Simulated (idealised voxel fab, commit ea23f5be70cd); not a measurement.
Documented hereafter: the process module known as voxel tone inversion.
It is cross-section cut that appears here, measuring 220 nm in width, its square cells being 5 nm in size.
Think of the cross-section as a grid of square cells. We describe it in bands, top to bottom, and each band covers one or more rows of those cells. The band entry comprises the height of the band's top followed by the height of its bottom, expressed in nm, and subsequently the band's materials from left to right, each stated together with its width in nm. Where a single material is marked with the word "throughout", that material fills the band from edge to edge. The word "empty" represents empty space. Height 0 is the level under which the wafer as received is all one material. The lowest band goes on downwards, as in "0 -> down". So if you see something like "30..40" for the width, read it as the top row of the band sitting at the first number and the bottom row at the second, with every row in between moving by the same amount as the last. "left unchanged" (step): cross-section cells unchanged, all of them. You'll see "Cavities, sealed" listing empty spaces that have no way open to the top, as long as they're 8 cells or more; the notation is width x height at distance, where the distance is from the left edge, and all of it is in nm. The remark found on a step's line after its settings is issued by the simulator itself and pertains to that step. overlay nm: on a step with a mask, how far right of its planned place the mask lay; negative means left.

Planned step list for the process
1. op RECEIVE | material Si
2. op CONFORMAL_DEP | material SiN | thk nm 5
3. op DIRECTIONAL_DEP | material polySi | thk nm 25
4. op PATTERN | tone cover | mask id POSTS | material resist | width nm 25 | pitch nm 45 | thk nm 30 | overlay nm 0
5. op DIRECTIONAL_ETCH | etch materials polySi | depth nm 25
6. op STRIP | etch materials resist
7. op FILL_DEP | material SiO2 | thk nm 10
8. op CMP | height nm 30
9. op STRIP | etch materials polySi
10. op CONFORMAL_DEP | material TiN | thk nm 5
11. op FILL_DEP | material W | thk nm 5
12. op CMP | height nm 30
13. op CONFORMAL_DEP | material SiCN | thk nm 5

First wafer out of two, processed as planned

Wafer cross-section on receipt, i.e. after step 1
* 0 -> down: Si throughout
* Cavities, sealed: none

after step 2
* 5 -> 0: SiN throughout
* All layers under 0 are left as they were.

after step 3
* 30 -> 5: polySi throughout
* All layers under 5 are left as they were.

after step 4
* 60 -> 30: empty 30 / resist 25 / empty 20 / resist 25 / empty 20 / resist 25 / empty 20 / resist 25 / empty 30
* All layers under 30 are left as they were.

after step 5
* 60 -> 30: empty 30 / resist 25 / empty 20 / resist 25 / empty 20 / resist 25 / empty 20 / resist 25 / empty 30
* 30 -> 5: empty 30 / polySi 25 / empty 20 / polySi 25 / empty 20 / polySi 25 / empty 20 / polySi 25 / empty 30
* All layers under 5 are left as they were.

after step 6
* 30 -> 5: empty 30 / polySi 25 / empty 20 / polySi 25 / empty 20 / polySi 25 / empty 20 / polySi 25 / empty 30
* All layers under 5 are left as they were.

after step 7
* 40 -> 30: SiO2 throughout
* 30 -> 5: SiO2 30 / polySi 25 / SiO2 20 / polySi 25 / SiO2 20 / polySi 25 / SiO2 20 / polySi 25 / SiO2 30
* All layers under 5 are left as they were.

after step 8
* 30 -> 5: SiO2 30 / polySi 25 / SiO2 20 / polySi 25 / SiO2 20 / polySi 25 / SiO2 20 / polySi 25 / SiO2 30
* All layers under 5 are left as they were.

after step 9
* 30 -> 5: SiO2 30 / empty 25 / SiO2 20 / empty 25 / SiO2 20 / empty 25 / SiO2 20 / empty 25 / SiO2 30
* All layers under 5 are left as they were.

after step 10
* 35 -> 30: TiN 35 / empty 15 / TiN 30 / empty 15 / TiN 30 / empty 15 / TiN 30 / empty 15 / TiN 35
* 30 -> 10: SiO2 30 / TiN 5 / empty 15 / TiN 5 / SiO2 20 / TiN 5 / empty 15 / TiN 5 / SiO2 20 / TiN 5 / empty 15 / TiN 5 / SiO2 20 / TiN 5 / empty 15 / TiN 5 / SiO2 30
* 10 -> 5: SiO2 30 / TiN 25 / SiO2 20 / TiN 25 / SiO2 20 / TiN 25 / SiO2 20 / TiN 25 / SiO2 30
* All layers under 5 are left as they were.

after step 11
* 40 -> 35: W throughout
* 35 -> 30: TiN 35 / W 15 / TiN 30 / W 15 / TiN 30 / W 15 / TiN 30 / W 15 / TiN 35
* 30 -> 10: SiO2 30 / TiN 5 / W 15 / TiN 5 / SiO2 20 / TiN 5 / W 15 / TiN 5 / SiO2 20 / TiN 5 / W 15 / TiN 5 / SiO2 20 / TiN 5 / W 15 / TiN 5 / SiO2 30
* All layers under 10 are left as they were.

after step 12
* 30 -> 10: SiO2 30 / TiN 5 / W 15 / TiN 5 / SiO2 20 / TiN 5 / W 15 / TiN 5 / SiO2 20 / TiN 5 / W 15 / TiN 5 / SiO2 20 / TiN 5 / W 15 / TiN 5 / SiO2 30
* All layers under 10 are left as they were.

after step 13
* 35 -> 30: SiCN throughout
* All layers under 30 are left as they were.

Now the other wafer: same start, same recipe, but we messed up one thing when running it. Up to and including step 7 it's the same as the first one

Second wafer, sectioned view, at step 8's planned end time
* 30 -> 5: SiO2 30 / polySi 25 / SiO2 20 / polySi 25 / SiO2 20 / polySi 25 / SiO2 20 / polySi 25 / SiO2 30
* All layers under 5 are left as they were.

Second wafer, sectioned view, at step 9's planned end time
* 30 -> 5: SiO2 30 / empty 25 / SiO2 20 / empty 25 / SiO2 20 / empty 25 / SiO2 20 / empty 25 / SiO2 30
* All layers under 5 are left as they were.

Second wafer, sectioned view, at step 10's planned end time
* 35 -> 30: TiN 35 / empty 15 / TiN 30 / empty 15 / TiN 30 / empty 15 / TiN 30 / empty 15 / TiN 35
* 30 -> 10: SiO2 30 / TiN 5 / empty 15 / TiN 5 / SiO2 20 / TiN 5 / empty 15 / TiN 5 / SiO2 20 / TiN 5 / empty 15 / TiN 5 / SiO2 20 / TiN 5 / empty 15 / TiN 5 / SiO2 30
* 10 -> 5: SiO2 30 / TiN 25 / SiO2 20 / TiN 25 / SiO2 20 / TiN 25 / SiO2 20 / TiN 25 / SiO2 30
* All layers under 5 are left as they were.

Second wafer, sectioned view, at step 11's planned end time
* 40 -> 35: W throughout
* 35 -> 30: TiN 35 / W 15 / TiN 30 / W 15 / TiN 30 / W 15 / TiN 30 / W 15 / TiN 35
* 30 -> 10: SiO2 30 / TiN 5 / W 15 / TiN 5 / SiO2 20 / TiN 5 / W 15 / TiN 5 / SiO2 20 / TiN 5 / W 15 / TiN 5 / SiO2 20 / TiN 5 / W 15 / TiN 5 / SiO2 30
* All layers under 10 are left as they were.

Second wafer, sectioned view, at step 12's planned end time
* 30 -> 10: SiO2 30 / TiN 5 / W 15 / TiN 5 / SiO2 20 / TiN 5 / W 15 / TiN 5 / SiO2 20 / TiN 5 / W 15 / TiN 5 / SiO2 20 / TiN 5 / W 15 / TiN 5 / SiO2 30
* All layers under 10 are left as they were.

Second wafer, sectioned view, at step 13's planned end time
* 35 -> 30: SiCN throughout
* All layers under 30 are left as they were.
Finding, execution versus plan: step 8 of the plan was twice carried out
The two wafers finish with the same cross-section, and therefore the mistake leaves the computed outcome of this model unchanged.
